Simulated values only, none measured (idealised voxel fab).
process module | voxel self aligned contacts
cross-section cut | 235 nm wide | cells 5 nm
A cross-section is a grid of square cells, given in bands from the top down. A band is one or more rows of cells.
Each band's line starts with the height of the band's top and of its bottom, in nm. Then come its materials from left to right, each with its width in nm. One material with "throughout" fills the band from edge to edge. "air" is empty space.
Height 0 is the level under which the wafer as received is all one material. The lowest band goes on downwards, as in "0 down".
A width such as "30 to 40" changes by the same amount from each row of cells to the next, from the band's top row to its bottom row.
"no change" after a step means that no cell of the cross-section changed.
closed voids: empty space of 8 cells or more with no open way to the top, each as width x height at its distance from the left edge, in nm
after a step's settings: what the simulator itself notes on the step
overlay nm, on a step with a mask: how far to the right of its planned place the mask lay; to the left if negative
plan
1 op RECEIVE | material Si
2 op CONFORMAL_DEP | material SiO2 | thk nm 5
3 op DIRECTIONAL_DEP | material polySi | thk nm 30
4 op DIRECTIONAL_DEP | material SiN | thk nm 20
5 op DIRECTIONAL_DEP | material aC | thk nm 15
6 op PATTERN | tone cover | mask id GATE | material resist | width nm 25 | pitch nm 60 | thk nm 30 | overlay nm 0
7 op DIRECTIONAL_ETCH | etch materials aC | depth nm 15
8 op STRIP | etch materials resist
9 op DIRECTIONAL_ETCH | etch materials SiN | depth nm 20
10 op DIRECTIONAL_ETCH | etch materials polySi | depth nm 30
11 op STRIP | etch materials aC
12 op CONFORMAL_DEP | material SiN | thk nm 10
13 op DIRECTIONAL_ETCH | etch materials SiN | depth nm 10
14 op FILL_DEP | material SiO2 | thk nm 15
15 op CMP | height nm 65
16 op MASKED_ETCH | tone open | mask id CONTACT | width nm 45 | pitch nm 60 | etch materials SiO2 | depth nm 65 | overlay nm 0
17 op CONFORMAL_DEP | material TiN | thk nm 5
18 op FILL_DEP | material W | thk nm 5
19 op CMP | height nm 65
20 op CONFORMAL_DEP | material SiN | thk nm 5
first wafer, as planned
as received, after step 1
  0 down: Si throughout
  closed voids: none
after step 2
  5 to 0: SiO2 throughout
  below 0: unchanged
after step 3
  35 to 5: polySi throughout
  below 5: unchanged
after step 4
  55 to 35: SiN throughout
  below 35: unchanged
after step 5
  70 to 55: aC throughout
  below 55: unchanged
after step 6
  100 to 70: air 45 | resist 25 | air 35 | resist 25 | air 35 | resist 25 | air 45
  below 70: unchanged
after step 7
  85 to 70: air 45 | resist 25 | air 35 | resist 25 | air 35 | resist 25 | air 45
  70 to 55: air 45 | aC 25 | air 35 | aC 25 | air 35 | aC 25 | air 45
  below 55: unchanged
after step 8
  70 to 55: air 45 | aC 25 | air 35 | aC 25 | air 35 | aC 25 | air 45
  below 55: unchanged
after step 9
  70 to 55: air 45 | aC 25 | air 35 | aC 25 | air 35 | aC 25 | air 45
  55 to 35: air 45 | SiN 25 | air 35 | SiN 25 | air 35 | SiN 25 | air 45
  below 35: unchanged
after step 10
  70 to 55: air 45 | aC 25 | air 35 | aC 25 | air 35 | aC 25 | air 45
  55 to 35: air 45 | SiN 25 | air 35 | SiN 25 | air 35 | SiN 25 | air 45
  35 to 5: air 45 | polySi 25 | air 35 | polySi 25 | air 35 | polySi 25 | air 45
  below 5: unchanged
after step 11
  55 to 35: air 45 | SiN 25 | air 35 | SiN 25 | air 35 | SiN 25 | air 45
  below 35: unchanged
after step 12
  65 to 35: air 35 | SiN 45 | air 15 | SiN 45 | air 15 | SiN 45 | air 35
  35 to 15: air 35 | SiN 10 | polySi 25 | SiN 10 | air 15 | SiN 10 | polySi 25 | SiN 10 | air 15 | SiN 10 | polySi 25 | SiN 10 | air 35
  15 to 5: SiN 45 | polySi 25 | SiN 35 | polySi 25 | SiN 35 | polySi 25 | SiN 45
  below 5: unchanged
after step 13
  55 to 35: air 35 | SiN 45 | air 15 | SiN 45 | air 15 | SiN 45 | air 35
  35 to 5: air 35 | SiN 10 | polySi 25 | SiN 10 | air 15 | SiN 10 | polySi 25 | SiN 10 | air 15 | SiN 10 | polySi 25 | SiN 10 | air 35
  below 5: unchanged
after step 14
  70 to 55: SiO2 throughout
  55 to 35: SiO2 35 | SiN 45 | SiO2 15 | SiN 45 | SiO2 15 | SiN 45 | SiO2 35
  35 to 5: SiO2 35 | SiN 10 | polySi 25 | SiN 10 | SiO2 15 | SiN 10 | polySi 25 | SiN 10 | SiO2 15 | SiN 10 | polySi 25 | SiN 10 | SiO2 35
  below 5: unchanged
after step 15
  65 to 55: SiO2 throughout
  below 55: unchanged
after step 16
  65 to 55: SiO2 65 | air 45 | SiO2 15 | air 45 | SiO2 65
  55 to 35: SiO2 35 | SiN 45 | air 15 | SiN 45 | air 15 | SiN 45 | SiO2 35
  35 to 5: SiO2 35 | SiN 10 | polySi 25 | SiN 10 | air 15 | SiN 10 | polySi 25 | SiN 10 | air 15 | SiN 10 | polySi 25 | SiN 10 | SiO2 35
  5 to 0: SiO2 80 | air 15 | SiO2 45 | air 15 | SiO2 80
  below 0: unchanged
after step 17
  70 to 65: TiN 70 | air 35 | TiN 25 | air 35 | TiN 70
  65 to 55: SiO2 65 | TiN 5 to 20 | air 35 to 5 | TiN 5 to 20 | SiO2 15 | TiN 5 to 20 | air 35 to 5 | TiN 5 to 20 | SiO2 65
  55 to 35: SiO2 35 | SiN 45 | TiN 5 | air 5 | TiN 5 | SiN 45 | TiN 5 | air 5 | TiN 5 | SiN 45 | SiO2 35
  35 to 5: SiO2 35 | SiN 10 | polySi 25 | SiN 10 | TiN 5 | air 5 | TiN 5 | SiN 10 | polySi 25 | SiN 10 | TiN 5 | air 5 | TiN 5 | SiN 10 | polySi 25 | SiN 10 | SiO2 35
  5 to 0: SiO2 80 | TiN 15 | SiO2 45 | TiN 15 | SiO2 80
  below 0: unchanged
after step 18
  75 to 70: W throughout
  70 to 65: TiN 70 | W 35 | TiN 25 | W 35 | TiN 70
  65 to 55: SiO2 65 | TiN 5 to 20 | W 35 to 5 | TiN 5 to 20 | SiO2 15 | TiN 5 to 20 | W 35 to 5 | TiN 5 to 20 | SiO2 65
  55 to 35: SiO2 35 | SiN 45 | TiN 5 | W 5 | TiN 5 | SiN 45 | TiN 5 | W 5 | TiN 5 | SiN 45 | SiO2 35
  35 to 5: SiO2 35 | SiN 10 | polySi 25 | SiN 10 | TiN 5 | W 5 | TiN 5 | SiN 10 | polySi 25 | SiN 10 | TiN 5 | W 5 | TiN 5 | SiN 10 | polySi 25 | SiN 10 | SiO2 35
  below 5: unchanged
after step 19
  65 to 55: SiO2 65 | TiN 5 to 20 | W 35 to 5 | TiN 5 to 20 | SiO2 15 | TiN 5 to 20 | W 35 to 5 | TiN 5 to 20 | SiO2 65
  below 55: unchanged
after step 20
  70 to 65: SiN throughout
  below 65: unchanged
second wafer: like start, like plan, one mistake. Through step 11 it matches the first wafer
when step 12 should have ended
  45 to 35: air 45 | SiN 25 | air 35 | SiN 25 | air 35 | SiN 25 | air 45
  below 35: unchanged
when step 13 should have ended
  55 to 35: air 35 | SiN 45 | air 15 | SiN 45 | air 15 | SiN 45 | air 35
  35 to 15: air 35 | SiN 10 | polySi 25 | SiN 10 | air 15 | SiN 10 | polySi 25 | SiN 10 | air 15 | SiN 10 | polySi 25 | SiN 10 | air 35
  15 to 5: SiN 45 | polySi 25 | SiN 35 | polySi 25 | SiN 35 | polySi 25 | SiN 45
  below 5: unchanged
when step 14 should have ended
  70 to 55: SiO2 throughout
  55 to 35: SiO2 35 | SiN 45 | SiO2 15 | SiN 45 | SiO2 15 | SiN 45 | SiO2 35
  35 to 15: SiO2 35 | SiN 10 | polySi 25 | SiN 10 | SiO2 15 | SiN 10 | polySi 25 | SiN 10 | SiO2 15 | SiN 10 | polySi 25 | SiN 10 | SiO2 35
  below 15: unchanged
when step 15 should have ended
  65 to 55: SiO2 throughout
  below 55: unchanged
when step 16 should have ended
  65 to 55: SiO2 65 | air 45 | SiO2 15 | air 45 | SiO2 65
  55 to 35: SiO2 35 | SiN 45 | air 15 | SiN 45 | air 15 | SiN 45 | SiO2 35
  35 to 15: SiO2 35 | SiN 10 | polySi 25 | SiN 10 | air 15 | SiN 10 | polySi 25 | SiN 10 | air 15 | SiN 10 | polySi 25 | SiN 10 | SiO2 35
  below 15: unchanged
when step 17 should have ended
  70 to 65: TiN 70 | air 35 | TiN 25 | air 35 | TiN 70
  65 to 55: SiO2 65 | TiN 5 to 20 | air 35 to 5 | TiN 5 to 20 | SiO2 15 | TiN 5 to 20 | air 35 to 5 | TiN 5 to 20 | SiO2 65
  55 to 35: SiO2 35 | SiN 45 | TiN 5 | air 5 | TiN 5 | SiN 45 | TiN 5 | air 5 | TiN 5 | SiN 45 | SiO2 35
  35 to 20: SiO2 35 | SiN 10 | polySi 25 | SiN 10 | TiN 5 | air 5 | TiN 5 | SiN 10 | polySi 25 | SiN 10 | TiN 5 | air 5 | TiN 5 | SiN 10 | polySi 25 | SiN 10 | SiO2 35
  20 to 15: SiO2 35 | SiN 10 | polySi 25 | SiN 10 | TiN 15 | SiN 10 | polySi 25 | SiN 10 | TiN 15 | SiN 10 | polySi 25 | SiN 10 | SiO2 35
  below 15: unchanged
when step 18 should have ended
  75 to 70: W throughout
  70 to 65: TiN 70 | W 35 | TiN 25 | W 35 | TiN 70
  65 to 55: SiO2 65 | TiN 5 to 20 | W 35 to 5 | TiN 5 to 20 | SiO2 15 | TiN 5 to 20 | W 35 to 5 | TiN 5 to 20 | SiO2 65
  55 to 35: SiO2 35 | SiN 45 | TiN 5 | W 5 | TiN 5 | SiN 45 | TiN 5 | W 5 | TiN 5 | SiN 45 | SiO2 35
  35 to 20: SiO2 35 | SiN 10 | polySi 25 | SiN 10 | TiN 5 | W 5 | TiN 5 | SiN 10 | polySi 25 | SiN 10 | TiN 5 | W 5 | TiN 5 | SiN 10 | polySi 25 | SiN 10 | SiO2 35
  below 20: unchanged
when step 19 should have ended
  65 to 55: SiO2 65 | TiN 5 to 20 | W 35 to 5 | TiN 5 to 20 | SiO2 15 | TiN 5 to 20 | W 35 to 5 | TiN 5 to 20 | SiO2 65
  below 55: unchanged
when step 20 should have ended
  70 to 65: SiN throughout
  below 65: unchanged
what went wrong: steps 12 and 13 were swapped
at the end the second wafer has, in cells: 40 more of SiN | 22 fewer of SiO2 | 12 fewer of TiN | 6 fewer of W
